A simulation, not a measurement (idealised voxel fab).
process module | voxel spacer lines
cross-section cut | 260 nm wide | cells 5 nm
A cross-section is a grid of square cells, given in bands from the top down. A band is one or more rows of cells.
Each band's line starts with the height of the band's top and of its bottom, in nm. Then come its materials from left to right, each with its width in nm. One material with "throughout" fills the band from edge to edge. "air" is empty space.
Height 0 is the level under which the wafer as received is all one material. The lowest band goes on downwards, as in "0 down".
A width such as "30 to 40" changes by the same amount from each row of cells to the next, from the band's top row to its bottom row.
"no change" after a step means that no cell of the cross-section changed.
closed voids: empty space of 8 cells or more with no open way to the top, each as width x height at its distance from the left edge, in nm
after a step's settings: what the simulator itself notes on the step
overlay nm, on a step with a mask: how far to the right of its planned place the mask lay; to the left if negative
plan
1 op RECEIVE | material Si
2 op CONFORMAL_DEP | material SiO2 | thk nm 5
3 op DIRECTIONAL_DEP | material W | thk nm 15
4 op DIRECTIONAL_DEP | material polySi | thk nm 25
5 op PATTERN | tone cover | mask id MANDREL | material resist | width nm 25 | pitch nm 80 | thk nm 30 | overlay nm -15
6 op DIRECTIONAL_ETCH | etch materials polySi | depth nm 25
7 op STRIP | etch materials resist
8 op CONFORMAL_DEP | material SiN | thk nm 15
9 op DIRECTIONAL_ETCH | etch materials SiN | depth nm 15
10 op STRIP | etch materials polySi
11 op DIRECTIONAL_ETCH | etch materials W | depth nm 15
12 op STRIP | etch materials SiN
13 op FILL_DEP | material lowk | thk nm 5
14 op CMP | height nm 20
varied across the wafers: overlay nm of step 5. The plan shows the first wafer's value. All wafers start alike
first wafer as received, after step 1
  0 down: Si throughout
  closed voids: none
each wafer at the end: cells of each material gained (+) or lost (-) since it was received, then its closed voids
overlay nm -15 | +52 SiO2 | +36 W | +120 lowk | closed voids: none
overlay nm -10 | +52 SiO2 | +36 W | +120 lowk | closed voids: none
overlay nm -5 | +52 SiO2 | +36 W | +120 lowk | closed voids: none
overlay nm 0 | +52 SiO2 | +36 W | +120 lowk | closed voids: none
overlay nm 5 | +52 SiO2 | +36 W | +120 lowk | closed voids: none
overlay nm 10 | +52 SiO2 | +36 W | +120 lowk | closed voids: none
overlay nm 15 | +52 SiO2 | +36 W | +120 lowk | closed voids: none
